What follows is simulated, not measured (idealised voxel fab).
Process module under the name voxel released beams
Displayed cross-section: cut, width of 290 nm, square cells sized 5 nm.
Reading order for cross-sections: top band down to bottom band. Underlying form: a grid of square cells. Band size: one or more rows of cells. Look at the band entry: it leads with the top's height and the bottom's height in nm. Then it lists the materials left to right, with a width in nm for each. The word "all across" on a single material says that material fills the band edge to edge. The word "blank" is empty space. A quick word on heights: they are counted from 0, and under that level the wafer as it came to us is one material throughout. The lowest band is different from the rest in having no bottom; it simply continues downward, written as in "z 0 and below". A width given as "30 to 40" starts at the first number in the band's top row and ends at the second number in its bottom row, shifting by an equal amount at every step from row to row. "all unchanged" for a step: no cell of the cross-section changed in that step. If an empty space has no open way to the top and is at least 8 cells in size, "Sealed void listing" lists it, written width x height at distance, where distance is measured from the left edge and every value is in nm. On each step's line, the part that comes after the settings is the simulator's own comment on the step. The "overlay nm" setting may appear on a step's line; for a step that uses a mask, it gives how far to the right of its planned position the mask lay, and a negative value indicates the left.
INTENDED PROCESS STEPS
1: op RECEIVE | material Si
2: op CONFORMAL_DEP | material SiN | thk nm 10
3: op DIRECTIONAL_DEP | material SiO2 | thk nm 10
4: op PATTERN | tone open | mask id ANCHOR | material resist | width nm 45 | thk nm 15 | overlay nm 0
5: op DIRECTIONAL_ETCH | etch materials SiO2 | depth nm 10
6: op STRIP | etch materials resist
7: op CONFORMAL_DEP | material polySi | thk nm 15
8: op MASKED_ETCH | tone cover | mask id BEAM | width nm 105 | etch materials polySi | depth nm 15 | overlay nm 0
9: op STRIP | etch materials SiO2
AS RECEIVED (POST STEP 1): CROSS-SECTION
z 0 and below = Si all across
Sealed void listing: none
LOOK AT THE CROSS-SECTION AFTER THE MODULE: THE WAFER STARTED OUT THE WAY SHOWN ABOVE AND THE PLAN WAS THE ONE SHOWN ABOVE, YET ONE MISTAKE WAS MADE ALONG THE WAY
z 35 to 25 = blank: 95 / polySi: 15 / blank: 15 / polySi: 75 / blank: 90
z 25 to 20 = blank: 95 / polySi: 105 / blank: 90
z 20 to 10 = blank: 95 / polySi: 45 / blank: 150
z 10 to 0 = SiN all across
z 0 and below = Si all across
Sealed void listing: none
Want to know what went wrong? planned and actual differ for step 8; actual: op MASKED_ETCH | tone cover | mask id BEAM | width nm 105 | etch materials polySi | depth nm 15 | overlay nm 5
